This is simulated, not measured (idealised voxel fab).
process module | voxel self aligned contacts
cross-section cut | 230 nm wide | cells 5 nm
A cross-section is a grid of square cells, given in bands from the top down. A band is one or more rows of cells.
Each band's line starts with the height of the band's top and of its bottom, in nm. Then come its materials from left to right, each with its width in nm. One material with "throughout" fills the band from edge to edge. "air" is empty space.
Height 0 is the level under which the wafer as received is all one material. The lowest band goes on downwards, as in "0 down".
A width such as "30 to 40" changes by the same amount from each row of cells to the next, from the band's top row to its bottom row.
"no change" after a step means that no cell of the cross-section changed.
closed voids: empty space of 8 cells or more with no open way to the top, each as width x height at its distance from the left edge, in nm
after a step's settings: what the simulator itself notes on the step
overlay nm, on a step with a mask: how far to the right of its planned place the mask lay; to the left if negative
plan
1 op RECEIVE | material Si
2 op OXIDIZE | depth nm 5
3 op DIRECTIONAL_DEP | material polySi | thk nm 30
4 op DIRECTIONAL_DEP | material SiN | thk nm 20
5 op MASKED_ETCH | tone cover | mask id GATE | width nm 25 | pitch nm 55 | etch materials SiN | depth nm 20 | overlay nm 0
6 op MASKED_ETCH | tone cover | mask id GATE | width nm 25 | pitch nm 55 | etch materials polySi | depth nm 30 | overlay nm 0
7 op CONFORMAL_DEP | material SiN | thk nm 5
8 op DIRECTIONAL_ETCH | etch materials SiN | depth nm 5
9 op FILL_DEP | material SiO2 | thk nm 15
10 op CMP | height nm 60
11 op PATTERN | tone open | mask id CONTACT | material resist | width nm 40 | thk nm 15 | overlay nm 0
12 op DIRECTIONAL_ETCH | etch materials SiO2 | depth nm 65
13 op STRIP | etch materials resist
14 op CONFORMAL_DEP | material TiN | thk nm 5
15 op FILL_DEP | material Ru | thk nm 10
16 op CMP | height nm 60
17 op CONFORMAL_DEP | material SiCN | thk nm 5
first wafer, as planned
as received, after step 1
  0 down: Si throughout
  closed voids: none
after step 2
  0 to -5: SiO2 throughout
  below -5: unchanged
after step 3
  30 to 0: polySi throughout
  below 0: unchanged
after step 4
  50 to 30: SiN throughout
  below 30: unchanged
after step 5
  50 to 30: air 75 | SiN 25 | air 30 | SiN 25 | air 75
  below 30: unchanged
after step 6
  50 to 30: air 75 | SiN 25 | air 30 | SiN 25 | air 75
  30 to 0: air 75 | polySi 25 | air 30 | polySi 25 | air 75
  below 0: unchanged
after step 7
  55 to 30: air 70 | SiN 35 | air 20 | SiN 35 | air 70
  30 to 5: air 70 | SiN 5 | polySi 25 | SiN 5 | air 20 | SiN 5 | polySi 25 | SiN 5 | air 70
  5 to 0: SiN 75 | polySi 25 | SiN 30 | polySi 25 | SiN 75
  below 0: unchanged
after step 8
  50 to 30: air 70 | SiN 35 | air 20 | SiN 35 | air 70
  30 to 0: air 70 | SiN 5 | polySi 25 | SiN 5 | air 20 | SiN 5 | polySi 25 | SiN 5 | air 70
  below 0: unchanged
after step 9
  65 to 50: SiO2 throughout
  50 to 30: SiO2 70 | SiN 35 | SiO2 20 | SiN 35 | SiO2 70
  30 to 0: SiO2 70 | SiN 5 | polySi 25 | SiN 5 | SiO2 20 | SiN 5 | polySi 25 | SiN 5 | SiO2 70
  below 0: unchanged
after step 10
  60 to 50: SiO2 throughout
  below 50: unchanged
after step 11
  75 to 60: resist 95 | air 40 | resist 95
  below 60: unchanged
after step 12
  75 to 60: resist 95 | air 40 | resist 95
  60 to 50: SiO2 95 | air 40 | SiO2 95
  50 to 30: SiO2 70 | SiN 35 | air 20 | SiN 35 | SiO2 70
  30 to 0: SiO2 70 | SiN 5 | polySi 25 | SiN 5 | air 20 | SiN 5 | polySi 25 | SiN 5 | SiO2 70
  0 to -5: SiO2 105 | air 20 | SiO2 105
  below -5: unchanged
after step 13
  60 to 50: SiO2 95 | air 40 | SiO2 95
  below 50: unchanged
after step 14
  65 to 60: TiN 100 | air 30 | TiN 100
  60 to 50: SiO2 95 | TiN 5 to 15 | air 30 to 10 | TiN 5 to 15 | SiO2 95
  50 to 30: SiO2 70 | SiN 35 | TiN 5 | air 10 | TiN 5 | SiN 35 | SiO2 70
  30 to 0: SiO2 70 | SiN 5 | polySi 25 | SiN 5 | TiN 5 | air 10 | TiN 5 | SiN 5 | polySi 25 | SiN 5 | SiO2 70
  0 to -5: SiO2 105 | TiN 20 | SiO2 105
  below -5: unchanged
after step 15
  75 to 65: Ru throughout
  65 to 60: TiN 100 | Ru 30 | TiN 100
  60 to 50: SiO2 95 | TiN 5 to 15 | Ru 30 to 10 | TiN 5 to 15 | SiO2 95
  50 to 30: SiO2 70 | SiN 35 | TiN 5 | Ru 10 | TiN 5 | SiN 35 | SiO2 70
  30 to 0: SiO2 70 | SiN 5 | polySi 25 | SiN 5 | TiN 5 | Ru 10 | TiN 5 | SiN 5 | polySi 25 | SiN 5 | SiO2 70
  below 0: unchanged
after step 16
  60 to 50: SiO2 95 | TiN 5 to 15 | Ru 30 to 10 | TiN 5 to 15 | SiO2 95
  below 50: unchanged
after step 17
  65 to 60: SiCN throughout
  below 60: unchanged
second wafer: like start, like plan, one mistake. Through step 6 it matches the first wafer
when step 7 should have ended
  45 to 30: air 75 | SiN 25 | air 30 | SiN 25 | air 75
  below 30: unchanged
when step 8 should have ended
  50 to 30: air 70 | SiN 35 | air 20 | SiN 35 | air 70
  30 to 5: air 70 | SiN 5 | polySi 25 | SiN 5 | air 20 | SiN 5 | polySi 25 | SiN 5 | air 70
  5 to 0: SiN 75 | polySi 25 | SiN 30 | polySi 25 | SiN 75
  below 0: unchanged
when step 9 should have ended
  65 to 50: SiO2 throughout
  50 to 30: SiO2 70 | SiN 35 | SiO2 20 | SiN 35 | SiO2 70
  30 to 5: SiO2 70 | SiN 5 | polySi 25 | SiN 5 | SiO2 20 | SiN 5 | polySi 25 | SiN 5 | SiO2 70
  below 5: unchanged
when step 10 should have ended
  60 to 50: SiO2 throughout
  below 50: unchanged
when step 11 should have ended
  75 to 60: resist 95 | air 40 | resist 95
  below 60: unchanged
when step 12 should have ended
  75 to 60: resist 95 | air 40 | resist 95
  60 to 50: SiO2 95 | air 40 | SiO2 95
  50 to 30: SiO2 70 | SiN 35 | air 20 | SiN 35 | SiO2 70
  30 to 5: SiO2 70 | SiN 5 | polySi 25 | SiN 5 | air 20 | SiN 5 | polySi 25 | SiN 5 | SiO2 70
  below 5: unchanged
when step 13 should have ended
  60 to 50: SiO2 95 | air 40 | SiO2 95
  below 50: unchanged
when step 14 should have ended
  65 to 60: TiN 100 | air 30 | TiN 100
  60 to 50: SiO2 95 | TiN 5 to 15 | air 30 to 10 | TiN 5 to 15 | SiO2 95
  50 to 30: SiO2 70 | SiN 35 | TiN 5 | air 10 | TiN 5 | SiN 35 | SiO2 70
  30 to 10: SiO2 70 | SiN 5 | polySi 25 | SiN 5 | TiN 5 | air 10 | TiN 5 | SiN 5 | polySi 25 | SiN 5 | SiO2 70
  10 to 5: SiO2 70 | SiN 5 | polySi 25 | SiN 5 | TiN 20 | SiN 5 | polySi 25 | SiN 5 | SiO2 70
  below 5: unchanged
when step 15 should have ended
  75 to 65: Ru throughout
  65 to 60: TiN 100 | Ru 30 | TiN 100
  60 to 50: SiO2 95 | TiN 5 to 15 | Ru 30 to 10 | TiN 5 to 15 | SiO2 95
  50 to 30: SiO2 70 | SiN 35 | TiN 5 | Ru 10 | TiN 5 | SiN 35 | SiO2 70
  30 to 10: SiO2 70 | SiN 5 | polySi 25 | SiN 5 | TiN 5 | Ru 10 | TiN 5 | SiN 5 | polySi 25 | SiN 5 | SiO2 70
  below 10: unchanged
when step 16 should have ended
  60 to 50: SiO2 95 | TiN 5 to 15 | Ru 30 to 10 | TiN 5 to 15 | SiO2 95
  below 50: unchanged
when step 17 should have ended
  65 to 60: SiCN throughout
  below 60: unchanged
what went wrong: steps 7 and 8 were swapped
at the end the second wafer has, in cells: 4 fewer of Ru | 32 more of SiN | 24 fewer of SiO2 | 4 fewer of TiN
